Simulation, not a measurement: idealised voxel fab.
Proc. module: voxel trench capacitor
Section shown: cut. Width: 175 nm. Cell size: 5 nm, square.
Just so we're on the same page, the cross-sections are grids of square cells, and they're listed out in bands top to bottom, each band one or more rows deep. Per band: top height and bottom height in nm, followed by the left-to-right materials and their widths in nm; "everywhere" marks a single material spanning edge to edge, "blank" marks empty space. Height datum 0, below which the as-received substrate wafer is one material. Lowest band open at the bottom, running downward: "0..down". With a width like "30->40", each row of cells in the band differs from the next by the same amount, the top row carrying the first number and the bottom row the second. It should be understood that the words "all unchanged", when stated for a given step, signify that the cross-section underwent no change in any of its cells during that step. The label "Closed void table" introduces a list of the empty spaces, 8 cells or larger, that have no open way up to the top; each entry in it reads width x height at distance, where the distance is taken from the left edge and all three are stated in nm. Text after the settings on a step's line: the simulator's own remark on that step. overlay nm: mask right of planned place by this much (step with mask). Neg. = left.
# plan
1,RECEIVE [material Si]
2,CONFORMAL_DEP [material SiN] [thk nm 5]
3,DIRECTIONAL_DEP [material aC] [thk nm 15]
4,PATTERN [tone open] [mask id TRENCH] [material resist] [width nm 30] [pitch nm 60] [thk nm 35] [overlay nm 0]
5,DIRECTIONAL_ETCH [etch materials aC] [depth nm 15]
6,STRIP [etch materials resist]
7,DIRECTIONAL_ETCH [etch materials SiN] [depth nm 5]
8,DIRECTIONAL_ETCH [etch materials Si] [depth nm 40]
9,STRIP [etch materials aC]
10,CONFORMAL_DEP [material HfO2] [thk nm 5]
11,CONFORMAL_DEP [material TiN] [thk nm 5]
12,FILL_DEP [material W] [thk nm 5]
13,CMP [height nm 5]
# The first wafer of two, processed as planned
# Cross-section of the wafer upon arrival, representing the state reached after step 1
- 0..down: Si everywhere
- Closed void table: none
# Take a look at the wafer's cross-section after step 2
- 5..0: SiN everywhere
- below 0: unchanged
# Take a look at the wafer's cross-section after step 3
- 20..5: aC everywhere
- below 5: unchanged
# Take a look at the wafer's cross-section after step 4
- 55..20: resist: 40; blank: 30; resist: 30; blank: 30; resist: 45
- below 20: unchanged
# Take a look at the wafer's cross-section after step 5
- 40..20: resist: 40; blank: 30; resist: 30; blank: 30; resist: 45
- 20..5: aC: 40; blank: 30; aC: 30; blank: 30; aC: 45
- below 5: unchanged
# Take a look at the wafer's cross-section after step 6
- 20..5: aC: 40; blank: 30; aC: 30; blank: 30; aC: 45
- below 5: unchanged
# Take a look at the wafer's cross-section after step 7
- 20..5: aC: 40; blank: 30; aC: 30; blank: 30; aC: 45
- 5..0: SiN: 40; blank: 30; SiN: 30; blank: 30; SiN: 45
- below 0: unchanged
# Take a look at the wafer's cross-section after step 8
- 20..5: aC: 40; blank: 30; aC: 30; blank: 30; aC: 45
- 5..0: SiN: 40; blank: 30; SiN: 30; blank: 30; SiN: 45
- 0..-40: Si: 40; blank: 30; Si: 30; blank: 30; Si: 45
- below -40: unchanged
# Take a look at the wafer's cross-section after step 9
- 5..0: SiN: 40; blank: 30; SiN: 30; blank: 30; SiN: 45
- below 0: unchanged
# Take a look at the wafer's cross-section after step 10
- 10..5: HfO2: 45; blank: 20; HfO2: 40; blank: 20; HfO2: 50
- 5..0: SiN: 40; HfO2: 5; blank: 20; HfO2: 5; SiN: 30; HfO2: 5; blank: 20; HfO2: 5; SiN: 45
- 0..-35: Si: 40; HfO2: 5; blank: 20; HfO2: 5; Si: 30; HfO2: 5; blank: 20; HfO2: 5; Si: 45
- -35..-40: Si: 40; HfO2: 30; Si: 30; HfO2: 30; Si: 45
- below -40: unchanged
# Take a look at the wafer's cross-section after step 11
- 15..10: TiN: 50; blank: 10; TiN: 50; blank: 10; TiN: 55
- 10..5: HfO2: 45; TiN: 5; blank: 10; TiN: 5; HfO2: 40; TiN: 5; blank: 10; TiN: 5; HfO2: 50
- 5..0: SiN: 40; HfO2: 5; TiN: 5; blank: 10; TiN: 5; HfO2: 5; SiN: 30; HfO2: 5; TiN: 5; blank: 10; TiN: 5; HfO2: 5; SiN: 45
- 0..-30: Si: 40; HfO2: 5; TiN: 5; blank: 10; TiN: 5; HfO2: 5; Si: 30; HfO2: 5; TiN: 5; blank: 10; TiN: 5; HfO2: 5; Si: 45
- -30..-35: Si: 40; HfO2: 5; TiN: 20; HfO2: 5; Si: 30; HfO2: 5; TiN: 20; HfO2: 5; Si: 45
- below -35: unchanged
# Take a look at the wafer's cross-section after step 12
- 20..15: W everywhere
- 15..10: TiN: 50; W: 10; TiN: 50; W: 10; TiN: 55
- 10..5: HfO2: 45; TiN: 5; W: 10; TiN: 5; HfO2: 40; TiN: 5; W: 10; TiN: 5; HfO2: 50
- 5..0: SiN: 40; HfO2: 5; TiN: 5; W: 10; TiN: 5; HfO2: 5; SiN: 30; HfO2: 5; TiN: 5; W: 10; TiN: 5; HfO2: 5; SiN: 45
- 0..-30: Si: 40; HfO2: 5; TiN: 5; W: 10; TiN: 5; HfO2: 5; Si: 30; HfO2: 5; TiN: 5; W: 10; TiN: 5; HfO2: 5; Si: 45
- below -30: unchanged
# Take a look at the wafer's cross-section after step 13
- 5..0: SiN: 40; HfO2: 5; TiN: 5; W: 10; TiN: 5; HfO2: 5; SiN: 30; HfO2: 5; TiN: 5; W: 10; TiN: 5; HfO2: 5; SiN: 45
- below 0: unchanged
# Second wafer. Start and plan as for the first. One mistake made in running. Agrees with the first up to and including step 9
# Second wafer, cross-section, planned end of step 10
- 10..5: TiN: 45; blank: 20; TiN: 40; blank: 20; TiN: 50
- 5..0: SiN: 40; TiN: 5; blank: 20; TiN: 5; SiN: 30; TiN: 5; blank: 20; TiN: 5; SiN: 45
- 0..-35: Si: 40; TiN: 5; blank: 20; TiN: 5; Si: 30; TiN: 5; blank: 20; TiN: 5; Si: 45
- -35..-40: Si: 40; TiN: 30; Si: 30; TiN: 30; Si: 45
- below -40: unchanged
# Second wafer, cross-section, planned end of step 11
- 15..10: HfO2: 50; blank: 10; HfO2: 50; blank: 10; HfO2: 55
- 10..5: TiN: 45; HfO2: 5; blank: 10; HfO2: 5; TiN: 40; HfO2: 5; blank: 10; HfO2: 5; TiN: 50
- 5..0: SiN: 40; TiN: 5; HfO2: 5; blank: 10; HfO2: 5; TiN: 5; SiN: 30; TiN: 5; HfO2: 5; blank: 10; HfO2: 5; TiN: 5; SiN: 45
- 0..-30: Si: 40; TiN: 5; HfO2: 5; blank: 10; HfO2: 5; TiN: 5; Si: 30; TiN: 5; HfO2: 5; blank: 10; HfO2: 5; TiN: 5; Si: 45
- -30..-35: Si: 40; TiN: 5; HfO2: 20; TiN: 5; Si: 30; TiN: 5; HfO2: 20; TiN: 5; Si: 45
- below -35: unchanged
# Second wafer, cross-section, planned end of step 12
- 20..15: W everywhere
- 15..10: HfO2: 50; W: 10; HfO2: 50; W: 10; HfO2: 55
- 10..5: TiN: 45; HfO2: 5; W: 10; HfO2: 5; TiN: 40; HfO2: 5; W: 10; HfO2: 5; TiN: 50
- 5..0: SiN: 40; TiN: 5; HfO2: 5; W: 10; HfO2: 5; TiN: 5; SiN: 30; TiN: 5; HfO2: 5; W: 10; HfO2: 5; TiN: 5; SiN: 45
- 0..-30: Si: 40; TiN: 5; HfO2: 5; W: 10; HfO2: 5; TiN: 5; Si: 30; TiN: 5; HfO2: 5; W: 10; HfO2: 5; TiN: 5; Si: 45
- below -30: unchanged
# Second wafer, cross-section, planned end of step 13
- 5..0: SiN: 40; TiN: 5; HfO2: 5; W: 10; HfO2: 5; TiN: 5; SiN: 30; TiN: 5; HfO2: 5; W: 10; HfO2: 5; TiN: 5; SiN: 45
- below 0: unchanged
what went wrong: steps 10 and 11 of the plan were each performed in the slot designated for the other
The second wafer ends with more or fewer cells of some materials than the first, per final count: 8 fewer of HfO2, 8 more of TiN
